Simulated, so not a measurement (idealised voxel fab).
A process module follows: voxel lift off.
Cross-section cut spans 215 nm and uses square cells 5 nm in size.
Heads up, the way a cross-section reads in here is a grid of square cells, handed over as bands from the top down, with every band being one or more rows of cells.
Top height, bottom height, nm. Materials left to right, width each, nm. Single material + "edge to edge" = fills band edge to edge. "air" = empty.
We count height from 0. Below that, the starting wafer is all one material. The lowest band never ends at the bottom but goes on down; see "0 -> down" for how that is written.
Graded width ("30..40"): value in top row of band = first number; value in bottom row = second number; row-to-row change constant.
Key: "nothing was modified" - step with no changed cell in the cross-section.
Heads up: "Sealed-off cavities" only lists the empty pockets with no open path to the top that are 8 cells or more, and it writes them as width x height at distance, distance from the left edge, in nm.
The remark found on a step's line after its settings is issued by the simulator itself and pertains to that step.
A step's line can hold "overlay nm"; with a mask on that step, the setting says how far right of the planned place the mask lay, while a negative setting says it lay to the left.
Steps planned for the process:
1: op RECEIVE | material Si
2: op CONFORMAL_DEP | material Al2O3 | thk nm 5
3: op PATTERN | tone open | mask id LINES | material resist | width nm 15 | pitch nm 45 | thk nm 20 | overlay nm 0
4: op DIRECTIONAL_DEP | material Ru | thk nm 10
5: op STRIP | etch materials resist
6: op CONFORMAL_DEP | material SiCN | thk nm 10
Wafer as received: cross-section following step 1:
	0 -> down = Si edge to edge
	Sealed-off cavities: none
A wafer at the end: this start, this plan, one mistake:
	30 -> 20 = 40 of air  135 of SiCN  40 of air
	20 -> 15 = SiCN edge to edge
	15 -> 5 = 55 of SiCN  15 of Ru  30 of SiCN  15 of Ru  30 of SiCN  15 of Ru  55 of SiCN
	5 -> 0 = Al2O3 edge to edge
	0 -> down = Si edge to edge
	Sealed-off cavities: none
Processing error: step 6 was processed under conditions differing from the plan, specifically as op CONFORMAL_DEP | material SiCN | thk nm 15
